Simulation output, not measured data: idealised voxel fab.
Proc. module: voxel capacitor over wiring
Pictured: cross-section cut, 250 nm wide, on a grid of 5 nm square cells.
A cross-section is written here as square cells arranged in a grid, and it is given in bands from the top down, each band taking up one or more rows of cells.
Heads up on the band format: heights come first, top then bottom, in nm. After that it's the materials left to right, each with its width in nm. A single material flagged "edge to edge" fills the whole band edge to edge, and "air" means there's empty space there.
The reference from which all heights are counted is 0, the level beneath which the as-received wafer is entirely one material; the lowest band, having no lower bound, proceeds downward and is written after the example "z 0 and below".
A width given as "30->40" starts at the first number in the band's top row and ends at the second number in its bottom row, shifting by an equal amount at every step from row to row.
The cross-section has no changed cell in any step marked "no change occurred".
Any empty space of 8 cells or more lacking an open way to the top shows up in "Enclosed void catalog" as width x height at distance, distance from the left edge, in nm.
Heads up: the bit after the settings on a step's line is the simulator's remark on that step.
The optional step-line setting "overlay nm" applies to steps with a mask and quantifies how far to the right of its planned location the mask lay, a negative value indicating leftward placement.
Set out below are the planned steps of the process
1,op RECEIVE | material Si
2,op CONFORMAL_DEP | material SiO2 | thk nm 10
3,op CONFORMAL_DEP | material SiN | thk nm 5
4,op DIRECTIONAL_DEP | material lowk | thk nm 20
5,op PATTERN | tone open | mask id METAL_1 | material resist | width nm 20 | pitch nm 90 | thk nm 15 | overlay nm 0
6,op DIRECTIONAL_ETCH | etch materials lowk | depth nm 20
7,op DIRECTIONAL_ETCH | etch materials SiN | depth nm 5
8,op STRIP | etch materials resist
9,op CONFORMAL_DEP | material TiN | thk nm 5
10,op FILL_DEP | material Ru | thk nm 10
11,op CMP | height nm 35
12,op EPI | material Ru | thk nm 5
13,op FILL_DEP | material SiCN | thk nm 5
14,op DIRECTIONAL_DEP | material SiO2 | thk nm 15
15,op PATTERN | tone open | mask id PLUG_1 | material resist | width nm 15 | thk nm 15 | overlay nm 0
16,op DIRECTIONAL_ETCH | etch materials SiO2 | depth nm 15
17,op DIRECTIONAL_ETCH | etch materials SiCN | depth nm 5
18,op STRIP | etch materials resist
19,op EPI | material Ru | thk nm 10
20,op EPI | material Ru | thk nm 10
21,op DIRECTIONAL_DEP | material TiN | thk nm 10
22,op DIRECTIONAL_DEP | material SiN | thk nm 5
23,op DIRECTIONAL_DEP | material TiN | thk nm 10
24,op PATTERN | tone cover | mask id UPPER_PLATE | material resist | width nm 75 | thk nm 20 | overlay nm 0
25,op DIRECTIONAL_ETCH | etch materials TiN | depth nm 10
26,op DIRECTIONAL_ETCH | etch materials SiN | depth nm 5
27,op STRIP | etch materials resist
28,op PATTERN | tone cover | mask id LOWER_PLATE | material resist | width nm 85 | thk nm 15 | overlay nm 0
29,op DIRECTIONAL_ETCH | etch materials TiN | depth nm 10
30,op STRIP | etch materials resist
31,op FILL_DEP | material SiO2 | thk nm 15
32,op CMP | height nm 95
33,op PATTERN | tone open | mask id PLUG_2 | material resist | width nm 15 | thk nm 15 | overlay nm 0
34,op DIRECTIONAL_ETCH | etch materials SiO2 | depth nm 10
35,op STRIP | etch materials resist
36,op CONFORMAL_DEP | material TiN | thk nm 5
37,op FILL_DEP | material Ru | thk nm 5
38,op CMP | height nm 95
39,op CONFORMAL_DEP | material SiN | thk nm 5
Keep in mind the plan's value for the width nm of step 15 comes from the first wafer; the wafers don't share that setting, but they do share the same starting point.
After step 1, as received: first of several wafers, cross-section
* z 0 and below: Si edge to edge
* Enclosed void catalog: none
Here is the cross-section of the first of several wafers at the end of the module, after its last step, step 39
* z 100 to 95: SiN edge to edge
* z 95 to 90: SiO2=85  TiN=5  Ru=5  TiN=5  SiO2=150
* z 90 to 85: SiO2=85  TiN=15  SiO2=150
* z 85 to 75: SiO2=75  TiN=75  SiO2=100
* z 75 to 70: SiO2=75  SiN=75  SiO2=100
* z 70 to 60: SiO2=70  TiN=85  SiO2=95
* z 60 to 45: SiO2=75  Ru=15  SiO2=160
* z 45 to 40: SiCN=75  Ru=15  SiCN=160
* z 40 to 35: SiCN=65  Ru=30  SiCN=60  Ru=30  SiCN=65
* z 35 to 15: lowk=70  TiN=5  Ru=10  TiN=5  lowk=70  TiN=5  Ru=10  TiN=5  lowk=70
* z 15 to 10: SiN=70  TiN=20  SiN=70  TiN=20  SiN=70
* z 10 to 0: SiO2 edge to edge
* z 0 and below: Si edge to edge
* Enclosed void catalog: none
Final wafer cross-section at module end
* z 100 to 95: SiN edge to edge
* z 95 to 90: SiO2=85  TiN=5  Ru=5  TiN=5  SiO2=150
* z 90 to 85: SiO2=85  TiN=15  SiO2=150
* z 85 to 75: SiO2=75  TiN=75  SiO2=100
* z 75 to 70: SiO2=75  SiN=75  SiO2=100
* z 70 to 60: SiO2=70  TiN=85  SiO2=95
* z 60 to 45: SiO2=70  Ru=30  SiO2=150
* z 45 to 40: SiCN=70  Ru=30  SiCN=150
* z 40 to 35: SiCN=65  Ru=30  SiCN=60  Ru=30  SiCN=65
* z 35 to 15: lowk=70  TiN=5  Ru=10  TiN=5  lowk=70  TiN=5  Ru=10  TiN=5  lowk=70
* z 15 to 10: SiN=70  TiN=20  SiN=70  TiN=20  SiN=70
* z 10 to 0: SiO2 edge to edge
* z 0 and below: Si edge to edge
* Enclosed void catalog: none
Basically each wafer gets a line in the table, showing it at the end of the module: material by material, the cells it gained (+) or lost (-) since we got it, then its closed voids
width nm 15, +41 Ru, +85 SiCN, +107 SiN, +506 SiO2, +93 TiN, +168 lowk, Enclosed void catalog: none
width nm 20, +45 Ru, +84 SiCN, +107 SiN, +503 SiO2, +93 TiN, +168 lowk, Enclosed void catalog: none
width nm 25, +49 Ru, +83 SiCN, +107 SiN, +500 SiO2, +93 TiN, +168 lowk, Enclosed void catalog: none
width nm 30, +53 Ru, +82 SiCN, +107 SiN, +497 SiO2, +93 TiN, +168 lowk, Enclosed void catalog: none
